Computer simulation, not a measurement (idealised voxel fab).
process module | voxel quadruple lines
cross-section cut | 275 nm wide | cells 5 nm
A cross-section is a grid of square cells, given in bands from the top down. A band is one or more rows of cells.
Each band's line starts with the height of the band's top and of its bottom, in nm. Then come its materials from left to right, each with its width in nm. One material with "throughout" fills the band from edge to edge. "air" is empty space.
Height 0 is the level under which the wafer as received is all one material. The lowest band goes on downwards, as in "0 down".
A width such as "30 to 40" changes by the same amount from each row of cells to the next, from the band's top row to its bottom row.
"no change" after a step means that no cell of the cross-section changed.
closed voids: empty space of 8 cells or more with no open way to the top, each as width x height at its distance from the left edge, in nm
after a step's settings: what the simulator itself notes on the step
overlay nm, on a step with a mask: how far to the right of its planned place the mask lay; to the left if negative
plan
1 op RECEIVE | material Si
2 op CONFORMAL_DEP | material SiO2 | thk nm 5
3 op DIRECTIONAL_DEP | material Ru | thk nm 15
4 op DIRECTIONAL_DEP | material polySi | thk nm 20
5 op DIRECTIONAL_DEP | material aC | thk nm 20
6 op PATTERN | tone cover | mask id MANDREL | material resist | width nm 30 | thk nm 30 | overlay nm 0
7 op DIRECTIONAL_ETCH | etch materials aC | depth nm 20
8 op STRIP | etch materials resist
9 op CONFORMAL_DEP | material SiO2 | thk nm 10
10 op DIRECTIONAL_ETCH | etch materials SiO2 | depth nm 10
11 op STRIP | etch materials aC
12 op DIRECTIONAL_ETCH | etch materials polySi | depth nm 20
13 op STRIP | etch materials SiO2
14 op CONFORMAL_DEP | material SiN | thk nm 10
15 op DIRECTIONAL_ETCH | etch materials SiN | depth nm 10
16 op STRIP | etch materials polySi
17 op DIRECTIONAL_ETCH | etch materials Ru | depth nm 15
18 op STRIP | etch materials SiN
first wafer, as planned
as received, after step 1
  0 down: Si throughout
  closed voids: none
after step 2
  5 to 0: SiO2 throughout
  below 0: unchanged
after step 3
  20 to 5: Ru throughout
  below 5: unchanged
after step 4
  40 to 20: polySi throughout
  below 20: unchanged
after step 5
  60 to 40: aC throughout
  below 40: unchanged
after step 6
  90 to 60: air 120 | resist 30 | air 125
  below 60: unchanged
after step 7
  70 to 60: air 120 | resist 30 | air 125
  60 to 40: air 120 | aC 30 | air 125
  below 40: unchanged
after step 8
  60 to 40: air 120 | aC 30 | air 125
  below 40: unchanged
after step 9
  70 to 60: air 110 | SiO2 50 | air 115
  60 to 50: air 110 | SiO2 10 | aC 30 | SiO2 10 | air 115
  50 to 40: SiO2 120 | aC 30 | SiO2 125
  below 40: unchanged
after step 10
  60 to 40: air 110 | SiO2 10 | aC 30 | SiO2 10 | air 115
  below 40: unchanged
after step 11
  60 to 40: air 110 | SiO2 10 | air 30 | SiO2 10 | air 115
  below 40: unchanged
after step 12
  60 to 40: air 110 | SiO2 10 | air 30 | SiO2 10 | air 115
  40 to 20: air 110 | polySi 10 | air 30 | polySi 10 | air 115
  below 20: unchanged
after step 13
  40 to 20: air 110 | polySi 10 | air 30 | polySi 10 | air 115
  below 20: unchanged
after step 14
  50 to 40: air 100 | SiN 30 | air 10 | SiN 30 | air 105
  40 to 30: air 100 | SiN 10 | polySi 10 | SiN 10 | air 10 | SiN 10 | polySi 10 | SiN 10 | air 105
  30 to 20: SiN 110 | polySi 10 | SiN 30 | polySi 10 | SiN 115
  below 20: unchanged
after step 15
  40 to 20: air 100 | SiN 10 | polySi 10 | SiN 10 | air 10 | SiN 10 | polySi 10 | SiN 10 | air 105
  below 20: unchanged
after step 16
  40 to 20: air 100 | SiN 10 | air 10 | SiN 10 | air 10 | SiN 10 | air 10 | SiN 10 | air 105
  below 20: unchanged
after step 17
  40 to 20: air 100 | SiN 10 | air 10 | SiN 10 | air 10 | SiN 10 | air 10 | SiN 10 | air 105
  20 to 5: air 100 | Ru 10 | air 10 | Ru 10 | air 10 | Ru 10 | air 10 | Ru 10 | air 105
  below 5: unchanged
after step 18
  20 to 5: air 100 | Ru 10 | air 10 | Ru 10 | air 10 | Ru 10 | air 10 | Ru 10 | air 105
  below 5: unchanged
second wafer: like start, like plan, one mistake. Through step 2 it matches the first wafer
when step 3 should have ended
  35 to 5: Ru throughout
  below 5: unchanged
when step 4 should have ended
  55 to 35: polySi throughout
  below 35: unchanged
when step 5 should have ended
  75 to 55: aC throughout
  below 55: unchanged
when step 6 should have ended
  105 to 75: air 120 | resist 30 | air 125
  below 75: unchanged
when step 7 should have ended
  85 to 75: air 120 | resist 30 | air 125
  75 to 55: air 120 | aC 30 | air 125
  below 55: unchanged
when step 8 should have ended
  75 to 55: air 120 | aC 30 | air 125
  below 55: unchanged
when step 9 should have ended
  85 to 75: air 110 | SiO2 50 | air 115
  75 to 65: air 110 | SiO2 10 | aC 30 | SiO2 10 | air 115
  65 to 55: SiO2 120 | aC 30 | SiO2 125
  below 55: unchanged
when step 10 should have ended
  75 to 55: air 110 | SiO2 10 | aC 30 | SiO2 10 | air 115
  below 55: unchanged
when step 11 should have ended
  75 to 55: air 110 | SiO2 10 | air 30 | SiO2 10 | air 115
  below 55: unchanged
when step 12 should have ended
  75 to 55: air 110 | SiO2 10 | air 30 | SiO2 10 | air 115
  55 to 35: air 110 | polySi 10 | air 30 | polySi 10 | air 115
  below 35: unchanged
when step 13 should have ended
  55 to 35: air 110 | polySi 10 | air 30 | polySi 10 | air 115
  below 35: unchanged
when step 14 should have ended
  65 to 55: air 100 | SiN 30 | air 10 | SiN 30 | air 105
  55 to 45: air 100 | SiN 10 | polySi 10 | SiN 10 | air 10 | SiN 10 | polySi 10 | SiN 10 | air 105
  45 to 35: SiN 110 | polySi 10 | SiN 30 | polySi 10 | SiN 115
  below 35: unchanged
when step 15 should have ended
  55 to 35: air 100 | SiN 10 | polySi 10 | SiN 10 | air 10 | SiN 10 | polySi 10 | SiN 10 | air 105
  below 35: unchanged
when step 16 should have ended
  55 to 35: air 100 | SiN 10 | air 10 | SiN 10 | air 10 | SiN 10 | air 10 | SiN 10 | air 105
  below 35: unchanged
when step 17 should have ended
  55 to 35: air 100 | SiN 10 | air 10 | SiN 10 | air 10 | SiN 10 | air 10 | SiN 10 | air 105
  35 to 20: air 100 | Ru 10 | air 10 | Ru 10 | air 10 | Ru 10 | air 10 | Ru 10 | air 105
  below 20: unchanged
when step 18 should have ended
  35 to 20: air 100 | Ru 10 | air 10 | Ru 10 | air 10 | Ru 10 | air 10 | Ru 10 | air 105
  below 20: unchanged
what went wrong: step 3 was run twice
at the end the second wafer has, in cells: 165 more of Ru
